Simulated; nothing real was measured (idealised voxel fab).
process module | voxel gate over fins
cross-section cut | 250 nm wide | cells 5 nm
A cross-section is a grid of square cells, given in bands from the top down. A band is one or more rows of cells.
Each band's line starts with the height of the band's top and of its bottom, in nm. Then come its materials from left to right, each with its width in nm. One material with "throughout" fills the band from edge to edge. "air" is empty space.
Height 0 is the level under which the wafer as received is all one material. The lowest band goes on downwards, as in "0 down".
A width such as "30 to 40" changes by the same amount from each row of cells to the next, from the band's top row to its bottom row.
"no change" after a step means that no cell of the cross-section changed.
closed voids: empty space of 8 cells or more with no open way to the top, each as width x height at its distance from the left edge, in nm
after a step's settings: what the simulator itself notes on the step
overlay nm, on a step with a mask: how far to the right of its planned place the mask lay; to the left if negative
plan
1 op RECEIVE | material Si
2 op CONFORMAL_DEP | material SiN | thk nm 10
3 op DIRECTIONAL_DEP | material aC | thk nm 15
4 op PATTERN | tone cover | mask id FINS | material resist | width nm 15 | pitch nm 35 | thk nm 30 | overlay nm 0
5 op DIRECTIONAL_ETCH | etch materials aC | depth nm 15
6 op STRIP | etch materials resist
7 op DIRECTIONAL_ETCH | etch materials SiN | depth nm 10
8 op DIRECTIONAL_ETCH | etch materials Si | depth nm 40
9 op STRIP | etch materials aC
10 op FILL_DEP | material SiO2 | thk nm 15
11 op CMP | height nm 10
12 op SELECTIVE_ETCH | etch materials SiO2 | depth nm 25
13 op STRIP | etch materials SiN
14 op CONFORMAL_DEP | material HfO2 | thk nm 5
15 op CONFORMAL_DEP | material TiN | thk nm 5
16 op CONFORMAL_DEP | material TiAl | thk nm 5
17 op CONFORMAL_DEP | material TiN | thk nm 5
18 op FILL_DEP | material W | thk nm 15
19 op CMP | height nm 30
20 op CONFORMAL_DEP | material SiN | thk nm 5
as received, after step 1
  0 down: Si throughout
  closed voids: none
a wafer at the end: this start, this plan, one mistake
  35 to 30: SiN throughout
  30 to 20: W throughout
  20 to 15: W 80 | TiN 95 | W 75
  15 to 10: W 80 | TiN 5 | TiAl 85 | TiN 5 | W 75
  10 to 5: W 80 | TiN 5 | TiAl 5 | TiN 75 | TiAl 5 | TiN 5 | W 75
  5 to 0: TiN 85 | TiAl 5 | TiN 5 | HfO2 30 | TiN 5 | HfO2 30 | TiN 5 | TiAl 5 | TiN 80
  0 to -5: TiAl 90 | TiN 5 | HfO2 5 | Si 20 | HfO2 5 | TiN 5 | HfO2 5 | Si 20 | HfO2 5 | TiN 5 | TiAl 85
  -5 to -10: TiN 95 | HfO2 5 | Si 20 | HfO2 5 | TiN 5 | HfO2 5 | Si 20 | HfO2 5 | TiN 90
  -10 to -15: HfO2 100 | Si 20 | HfO2 15 | Si 20 | HfO2 95
  -15 to -40: SiO2 100 | Si 20 | SiO2 15 | Si 20 | SiO2 95
  -40 down: Si throughout
  closed voids: none
what went wrong: step 4 ran as: op PATTERN | tone cover | mask id FINS | material resist | width nm 20 | pitch nm 35 | thk nm 30 | overlay nm 0
